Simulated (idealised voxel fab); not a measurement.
Module name: voxel released beams (process module)
Xsec cut, 285 nm wide, square cell size 5 nm.
In what follows, cross-sections appear as grids of square cells, described through bands that run from the top down, where every band is one or more rows of cells. Per band: top height and bottom height in nm, followed by the left-to-right materials and their widths in nm; "edge to edge" marks a single material spanning edge to edge, "blank" marks empty space. A quick word on heights: they are counted from 0, and under that level the wafer as it came to us is one material throughout. The lowest band is different from the rest in having no bottom; it simply continues downward, written as in "0 nm and below". The width entry "30 to 40" should be interpreted row by row: the top row of cells in the band takes the first number, the bottom row takes the second number, and the change between adjacent rows is uniform throughout. Step marked "nothing different"? Then no cell in the cross-section changed in it. In "Voids, sealed" the enclosed voids are listed, meaning empty spaces of 8 cells or larger without any opening to the top. The form is width x height at distance, distance from the left edge, units nm. What comes after the settings on a step's line is commentary from the simulator itself on that step. overlay nm: for a step with a mask, the amount by which the mask lay right of where it was planned; a negative amount means left of it.
Below is the list of planned process steps
1,RECEIVE [material Si]
2,CONFORMAL_DEP [material SiN] [thk nm 5]
3,DIRECTIONAL_DEP [material SiO2] [thk nm 10]
4,PATTERN [tone open] [mask id ANCHOR] [material resist] [width nm 35] [thk nm 15] [overlay nm 0]
5,DIRECTIONAL_ETCH [etch materials SiO2] [depth nm 10]
6,STRIP [etch materials resist]
7,CONFORMAL_DEP [material polySi] [thk nm 15]
8,DIRECTIONAL_DEP [material aC] [thk nm 10]
9,PATTERN [tone cover] [mask id BEAM] [material resist] [width nm 115] [thk nm 25] [overlay nm 0]
10,DIRECTIONAL_ETCH [etch materials aC] [depth nm 10]
11,STRIP [etch materials resist]
12,DIRECTIONAL_ETCH [etch materials polySi] [depth nm 15]
13,STRIP [etch materials aC]
14,STRIP [etch materials SiO2]
Shown in cross-section is the wafer as received, that is, as it stands after step 1
    0 nm and below | Si edge to edge
    Voids, sealed: none
Look at the cross-section after the module: the wafer started out the way shown above and the plan was the one shown above, yet one mistake was made along the way
    30 nm to 20 nm | blank: 80; polySi: 55; blank: 150
    20 nm to 15 nm | blank: 80; polySi: 115; blank: 90
    15 nm to 5 nm | blank: 70; polySi: 15; SiO2: 35; polySi: 75; blank: 90
    5 nm to 0 nm | SiN edge to edge
    0 nm and below | Si edge to edge
    Voids, sealed: none
Nonconformance to the process plan: step 4 ran with different settings than intended, the actual operation and settings being PATTERN [tone cover] [mask id ANCHOR] [material resist] [width nm 35] [thk nm 15] [overlay nm 0]
